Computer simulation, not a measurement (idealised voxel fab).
process module | voxel capacitor over wiring
cross-section cut | 180 nm wide | cells 5 nm
A cross-section is a grid of square cells, given in bands from the top down. A band is one or more rows of cells.
Each band's line starts with the height of the band's top and of its bottom, in nm. Then come its materials from left to right, each with its width in nm. One material with "throughout" fills the band from edge to edge. "air" is empty space.
Height 0 is the level under which the wafer as received is all one material. The lowest band goes on downwards, as in "0 down".
A width such as "30 to 40" changes by the same amount from each row of cells to the next, from the band's top row to its bottom row.
"no change" after a step means that no cell of the cross-section changed.
closed voids: empty space of 8 cells or more with no open way to the top, each as width x height at its distance from the left edge, in nm
after a step's settings: what the simulator itself notes on the step
overlay nm, on a step with a mask: how far to the right of its planned place the mask lay; to the left if negative
plan
1 op RECEIVE | material Si
2 op CONFORMAL_DEP | material SiO2 | thk nm 10
3 op DIRECTIONAL_DEP | material TiN | thk nm 5
4 op DIRECTIONAL_DEP | material W | thk nm 15
5 op PATTERN | tone cover | mask id METAL_1 | material resist | width nm 25 | pitch nm 75 | thk nm 15 | overlay nm 0
6 op DIRECTIONAL_ETCH | etch materials W | depth nm 15
7 op DIRECTIONAL_ETCH | etch materials TiN | depth nm 5
8 op STRIP | etch materials resist
9 op FILL_DEP | material lowk | thk nm 5
10 op CMP | height nm 30
11 op CONFORMAL_DEP | material SiCN | thk nm 5
12 op DIRECTIONAL_DEP | material lowk | thk nm 20
13 op PATTERN | tone open | mask id PLUG_1 | material resist | width nm 15 | thk nm 15 | overlay nm 0
14 op DIRECTIONAL_ETCH | etch materials lowk | depth nm 20
15 op DIRECTIONAL_ETCH | etch materials SiCN | depth nm 5
16 op STRIP | etch materials resist
17 op EPI | material Ru | thk nm 10
18 op EPI | material Ru | thk nm 10
19 op EPI | material Ru | thk nm 5
20 op DIRECTIONAL_DEP | material TiN | thk nm 10
21 op DIRECTIONAL_DEP | material Al2O3 | thk nm 5
22 op DIRECTIONAL_DEP | material TiN | thk nm 5
23 op DIRECTIONAL_DEP | material aC | thk nm 15
24 op PATTERN | tone cover | mask id UPPER_PLATE | material resist | width nm 55 | thk nm 35 | overlay nm 0
25 op DIRECTIONAL_ETCH | etch materials aC | depth nm 15
26 op STRIP | etch materials resist
27 op DIRECTIONAL_ETCH | etch materials TiN | depth nm 5
28 op DIRECTIONAL_ETCH | etch materials Al2O3 | depth nm 5
29 op STRIP | etch materials aC
30 op PATTERN | tone cover | mask id LOWER_PLATE | material resist | width nm 65 | thk nm 20 | overlay nm 0
31 op DIRECTIONAL_ETCH | etch materials TiN | depth nm 10
32 op STRIP | etch materials resist
33 op FILL_DEP | material SiO2 | thk nm 20
34 op CMP | height nm 90
35 op PATTERN | tone open | mask id PLUG_2 | material resist | width nm 15 | thk nm 20 | overlay nm 0
36 op DIRECTIONAL_ETCH | etch materials SiO2 | depth nm 15
37 op STRIP | etch materials resist
38 op CONFORMAL_DEP | material TiN | thk nm 5
39 op FILL_DEP | material W | thk nm 10
40 op CMP | height nm 90
41 op CONFORMAL_DEP | material SiN | thk nm 5
as received, after step 1
  0 down: Si throughout
  closed voids: none
first wafer at the end, as planned
  95 to 90: SiN throughout
  90 to 80: SiO2 60 | TiN 5 | W 5 | TiN 5 | SiO2 105
  80 to 70: SiO2 60 to 50 | TiN 15 to 55 | SiO2 105 to 75
  70 to 65: SiO2 50 | Al2O3 55 | SiO2 75
  65 to 55: SiO2 45 | TiN 65 | SiO2 70
  55 to 35: lowk 50 | Ru 15 | lowk 115
  35 to 30: SiCN 50 | Ru 15 | SiCN 115
  30 to 15: lowk 40 | W 25 | lowk 50 | W 25 | lowk 40
  15 to 10: lowk 40 | TiN 25 | lowk 50 | TiN 25 | lowk 40
  10 to 0: SiO2 throughout
  0 down: Si throughout
  closed voids: none
second wafer at the end: like start, like plan, one mistake
  95 to 90: SiN throughout
  90 to 80: SiO2 60 | TiN 5 | W 5 | TiN 5 | SiO2 105
  80 to 70: SiO2 60 to 50 | TiN 15 to 55 | SiO2 105 to 75
  70 to 65: SiO2 50 | Al2O3 55 | SiO2 75
  65 to 55: SiO2 45 | TiN 65 | SiO2 70
  55 to 35: lowk 50 | Ru 15 | lowk 115
  35 to 30: SiCN 50 | Ru 15 | SiCN 115
  30 to 15: lowk 45 | W 25 | lowk 50 | W 25 | lowk 35
  15 to 10: lowk 45 | TiN 25 | lowk 50 | TiN 25 | lowk 35
  10 to 0: SiO2 throughout
  0 down: Si throughout
  closed voids: none
what went wrong: step 5 ran as: op PATTERN | tone cover | mask id METAL_1 | material resist | width nm 25 | pitch nm 75 | thk nm 15 | overlay nm 5
at the end the second wafer has, in cells: as many of each material as the first, in other places
